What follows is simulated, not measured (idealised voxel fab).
Documented hereafter: the process module known as voxel self aligned vias.
Pictured: cross-section cut, 275 nm wide, on a grid of 5 nm square cells.
When this document writes out a cross-section, it uses a grid of square cells and lists it as bands, beginning at the top and moving down, with a band standing for one or more rows of cells. Band: top and bottom heights (nm) first, top before bottom; then materials from left to right, widths in nm. "throughout" marks a sole material filling the band edge to edge. "empty" denotes empty space. All heights in this document are referenced to 0, defined as the level beneath which the wafer, as received, consists entirely of one material. The lowest band is not bounded below; it extends indefinitely downward and is written in the form "0 -> down". The width entry "30 to 40" should be interpreted row by row: the top row of cells in the band takes the first number, the bottom row takes the second number, and the change between adjacent rows is uniform throughout. Step marked "no alteration"? Then no cell in the cross-section changed in it. "Closed voids list" - sealed voids, min. 8 cells, no opening to top; format: width x height at distance (distance from left edge; nm throughout). The remark found on a step's line after its settings is issued by the simulator itself and pertains to that step. A step's line can hold "overlay nm"; with a mask on that step, the setting says how far right of the planned place the mask lay, while a negative setting says it lay to the left.

**Planned process steps**
1: RECEIVE, material Si
2: CONFORMAL_DEP, material SiO2, thk nm 15
3: CONFORMAL_DEP, material SiCN, thk nm 5
4: DIRECTIONAL_DEP, material lowk, thk nm 20
5: PATTERN, tone open, mask id LINES, material resist, width nm 25, pitch nm 60, thk nm 15, overlay nm 0
6: DIRECTIONAL_ETCH, etch materials lowk, depth nm 20
7: STRIP, etch materials resist
8: CONFORMAL_DEP, material TiN, thk nm 5
9: FILL_DEP, material Ru, thk nm 5
10: CMP, height nm 40
11: SELECTIVE_ETCH, etch materials W Ru TiN, depth nm 10
12: FILL_DEP, material SiN, thk nm 5
13: CMP, height nm 40
14: DIRECTIONAL_DEP, material lowk, thk nm 15
15: PATTERN, tone open, mask id VIAS, material resist, width nm 35, pitch nm 60, thk nm 15, overlay nm 0
16: DIRECTIONAL_ETCH, etch materials lowk, depth nm 15
17: DIRECTIONAL_ETCH, etch materials SiN, depth nm 10
18: STRIP, etch materials resist
19: CONFORMAL_DEP, material TiN, thk nm 5
20: FILL_DEP, material Cu, thk nm 10
21: CMP, height nm 55
22: CONFORMAL_DEP, material SiCN, thk nm 5

**First of the two wafers, run per plan**

**Step 1 complete: cross-section of the wafer as received**
> 0 -> down  Si throughout
> Closed voids list: none

**The following cross-section depicts the wafer upon completion of step 2**
> 15 -> 0  SiO2 throughout
> Below 0 it's all the same as before, nothing changed down there.

**The following cross-section depicts the wafer upon completion of step 3**
> 20 -> 15  SiCN throughout
> Below 15 it's all the same as before, nothing changed down there.

**The following cross-section depicts the wafer upon completion of step 4**
> 40 -> 20  lowk throughout
> Below 20 it's all the same as before, nothing changed down there.

**The following cross-section depicts the wafer upon completion of step 5**
> 55 -> 40  95 nm resist, 25 nm empty, 35 nm resist, 25 nm empty, 95 nm resist
> Below 40 it's all the same as before, nothing changed down there.

**The following cross-section depicts the wafer upon completion of step 6**
> 55 -> 40  95 nm resist, 25 nm empty, 35 nm resist, 25 nm empty, 95 nm resist
> 40 -> 20  95 nm lowk, 25 nm empty, 35 nm lowk, 25 nm empty, 95 nm lowk
> Below 20 it's all the same as before, nothing changed down there.

**The following cross-section depicts the wafer upon completion of step 7**
> 40 -> 20  95 nm lowk, 25 nm empty, 35 nm lowk, 25 nm empty, 95 nm lowk
> Below 20 it's all the same as before, nothing changed down there.

**The following cross-section depicts the wafer upon completion of step 8**
> 45 -> 40  100 nm TiN, 15 nm empty, 45 nm TiN, 15 nm empty, 100 nm TiN
> 40 -> 25  95 nm lowk, 5 nm TiN, 15 nm empty, 5 nm TiN, 35 nm lowk, 5 nm TiN, 15 nm empty, 5 nm TiN, 95 nm lowk
> 25 -> 20  95 nm lowk, 25 nm TiN, 35 nm lowk, 25 nm TiN, 95 nm lowk
> Below 20 it's all the same as before, nothing changed down there.

**The following cross-section depicts the wafer upon completion of step 9**
> 50 -> 45  Ru throughout
> 45 -> 40  100 nm TiN, 15 nm Ru, 45 nm TiN, 15 nm Ru, 100 nm TiN
> 40 -> 25  95 nm lowk, 5 nm TiN, 15 nm Ru, 5 nm TiN, 35 nm lowk, 5 nm TiN, 15 nm Ru, 5 nm TiN, 95 nm lowk
> Below 25 it's all the same as before, nothing changed down there.

**The following cross-section depicts the wafer upon completion of step 10**
> 40 -> 25  95 nm lowk, 5 nm TiN, 15 nm Ru, 5 nm TiN, 35 nm lowk, 5 nm TiN, 15 nm Ru, 5 nm TiN, 95 nm lowk
> Below 25 it's all the same as before, nothing changed down there.

**The following cross-section depicts the wafer upon completion of step 11**
> 40 -> 30  95 nm lowk, 25 nm empty, 35 nm lowk, 25 nm empty, 95 nm lowk
> Below 30 it's all the same as before, nothing changed down there.

**The following cross-section depicts the wafer upon completion of step 12**
> 45 -> 40  SiN throughout
> 40 -> 30  95 nm lowk, 25 nm SiN, 35 nm lowk, 25 nm SiN, 95 nm lowk
> Below 30 it's all the same as before, nothing changed down there.

**The following cross-section depicts the wafer upon completion of step 13**
> 40 -> 30  95 nm lowk, 25 nm SiN, 35 nm lowk, 25 nm SiN, 95 nm lowk
> Below 30 it's all the same as before, nothing changed down there.

**The following cross-section depicts the wafer upon completion of step 14**
> 55 -> 40  lowk throughout
> Below 40 it's all the same as before, nothing changed down there.

**The following cross-section depicts the wafer upon completion of step 15**
> 70 -> 55  90 nm resist, 35 nm empty, 25 nm resist, 35 nm empty, 90 nm resist
> Below 55 it's all the same as before, nothing changed down there.

**The following cross-section depicts the wafer upon completion of step 16**
> 70 -> 55  90 nm resist, 35 nm empty, 25 nm resist, 35 nm empty, 90 nm resist
> 55 -> 40  90 nm lowk, 35 nm empty, 25 nm lowk, 35 nm empty, 90 nm lowk
> Below 40 it's all the same as before, nothing changed down there.

**The following cross-section depicts the wafer upon completion of step 17**
> 70 -> 55  90 nm resist, 35 nm empty, 25 nm resist, 35 nm empty, 90 nm resist
> 55 -> 40  90 nm lowk, 35 nm empty, 25 nm lowk, 35 nm empty, 90 nm lowk
> 40 -> 30  95 nm lowk, 25 nm empty, 35 nm lowk, 25 nm empty, 95 nm lowk
> Below 30 it's all the same as before, nothing changed down there.

**The following cross-section depicts the wafer upon completion of step 18**
> 55 -> 40  90 nm lowk, 35 nm empty, 25 nm lowk, 35 nm empty, 90 nm lowk
> Below 40 it's all the same as before, nothing changed down there.

**The following cross-section depicts the wafer upon completion of step 19**
> 60 -> 55  95 nm TiN, 25 nm empty, 35 nm TiN, 25 nm empty, 95 nm TiN
> 55 -> 45  90 nm lowk, 5 nm TiN, 25 nm empty, 5 nm TiN, 25 nm lowk, 5 nm TiN, 25 nm empty, 5 nm TiN, 90 nm lowk
> 45 -> 35  90 to 95 nm lowk, 10 to 5 nm TiN, 15 nm empty, 10 to 5 nm TiN, 25 to 35 nm lowk, 10 to 5 nm TiN, 15 nm empty, 10 to 5 nm TiN, 90 to 95 nm lowk
> 35 -> 30  95 nm lowk, 25 nm TiN, 35 nm lowk, 25 nm TiN, 95 nm lowk
> Below 30 it's all the same as before, nothing changed down there.

**The following cross-section depicts the wafer upon completion of step 20**
> 70 -> 60  Cu throughout
> 60 -> 55  95 nm TiN, 25 nm Cu, 35 nm TiN, 25 nm Cu, 95 nm TiN
> 55 -> 45  90 nm lowk, 5 nm TiN, 25 nm Cu, 5 nm TiN, 25 nm lowk, 5 nm TiN, 25 nm Cu, 5 nm TiN, 90 nm lowk
> 45 -> 35  90 to 95 nm lowk, 10 to 5 nm TiN, 15 nm Cu, 10 to 5 nm TiN, 25 to 35 nm lowk, 10 to 5 nm TiN, 15 nm Cu, 10 to 5 nm TiN, 90 to 95 nm lowk
> Below 35 it's all the same as before, nothing changed down there.

**The following cross-section depicts the wafer upon completion of step 21**
> 55 -> 45  90 nm lowk, 5 nm TiN, 25 nm Cu, 5 nm TiN, 25 nm lowk, 5 nm TiN, 25 nm Cu, 5 nm TiN, 90 nm lowk
> Below 45 it's all the same as before, nothing changed down there.

**The following cross-section depicts the wafer upon completion of step 22**
> 60 -> 55  SiCN throughout
> Below 55 it's all the same as before, nothing changed down there.

**The second wafer began exactly as the first did and followed the same plan, but one mistake was made while running it; through step 14 inclusive, the two wafers are identical**

**Second wafer: cross-section at the scheduled end of step 15**
> 70 -> 55  80 nm resist, 35 nm empty, 25 nm resist, 35 nm empty, 100 nm resist
> Below 55 it's all the same as before, nothing changed down there.

**Second wafer: cross-section at the scheduled end of step 16**
> 70 -> 55  80 nm resist, 35 nm empty, 25 nm resist, 35 nm empty, 100 nm resist
> 55 -> 40  80 nm lowk, 35 nm empty, 25 nm lowk, 35 nm empty, 100 nm lowk
> Below 40 it's all the same as before, nothing changed down there.

**Second wafer: cross-section at the scheduled end of step 17**
> 70 -> 55  80 nm resist, 35 nm empty, 25 nm resist, 35 nm empty, 100 nm resist
> 55 -> 40  80 nm lowk, 35 nm empty, 25 nm lowk, 35 nm empty, 100 nm lowk
> 40 -> 30  95 nm lowk, 20 nm empty, 5 nm SiN, 35 nm lowk, 20 nm empty, 5 nm SiN, 95 nm lowk
> Below 30 it's all the same as before, nothing changed down there.

**Second wafer: cross-section at the scheduled end of step 18**
> 55 -> 40  80 nm lowk, 35 nm empty, 25 nm lowk, 35 nm empty, 100 nm lowk
> Below 40 it's all the same as before, nothing changed down there.

**Second wafer: cross-section at the scheduled end of step 19**
> 60 -> 55  85 nm TiN, 25 nm empty, 35 nm TiN, 25 nm empty, 105 nm TiN
> 55 -> 45  80 nm lowk, 5 nm TiN, 25 nm empty, 5 nm TiN, 25 nm lowk, 5 nm TiN, 25 nm empty, 5 nm TiN, 100 nm lowk
> 45 -> 40  80 nm lowk, 20 nm TiN, 10 nm empty, 5 nm TiN, 25 nm lowk, 20 nm TiN, 10 nm empty, 5 nm TiN, 100 nm lowk
> 40 -> 35  95 nm lowk, 5 nm TiN, 10 nm empty, 5 nm TiN, 5 nm SiN, 35 nm lowk, 5 nm TiN, 10 nm empty, 5 nm TiN, 5 nm SiN, 95 nm lowk
> 35 -> 30  95 nm lowk, 20 nm TiN, 5 nm SiN, 35 nm lowk, 20 nm TiN, 5 nm SiN, 95 nm lowk
> Below 30 it's all the same as before, nothing changed down there.

**Second wafer: cross-section at the scheduled end of step 20**
> 70 -> 60  Cu throughout
> 60 -> 55  85 nm TiN, 25 nm Cu, 35 nm TiN, 25 nm Cu, 105 nm TiN
> 55 -> 45  80 nm lowk, 5 nm TiN, 25 nm Cu, 5 nm TiN, 25 nm lowk, 5 nm TiN, 25 nm Cu, 5 nm TiN, 100 nm lowk
> 45 -> 40  80 nm lowk, 20 nm TiN, 10 nm Cu, 5 nm TiN, 25 nm lowk, 20 nm TiN, 10 nm Cu, 5 nm TiN, 100 nm lowk
> 40 -> 35  95 nm lowk, 5 nm TiN, 10 nm Cu, 5 nm TiN, 5 nm SiN, 35 nm lowk, 5 nm TiN, 10 nm Cu, 5 nm TiN, 5 nm SiN, 95 nm lowk
> Below 35 it's all the same as before, nothing changed down there.

**Second wafer: cross-section at the scheduled end of step 21**
> 55 -> 45  80 nm lowk, 5 nm TiN, 25 nm Cu, 5 nm TiN, 25 nm lowk, 5 nm TiN, 25 nm Cu, 5 nm TiN, 100 nm lowk
> Below 45 it's all the same as before, nothing changed down there.

**Second wafer: cross-section at the scheduled end of step 22**
> 60 -> 55  SiCN throughout
> Below 55 it's all the same as before, nothing changed down there.
what went wrong: step 15 off recipe, ran as PATTERN, tone open, mask id VIAS, material resist, width nm 35, pitch nm 60, thk nm 15, overlay nm -10
FYI, end of process, the second wafer has more or fewer cells of some materials than the first: 4 fewer of Cu | 4 more of SiN
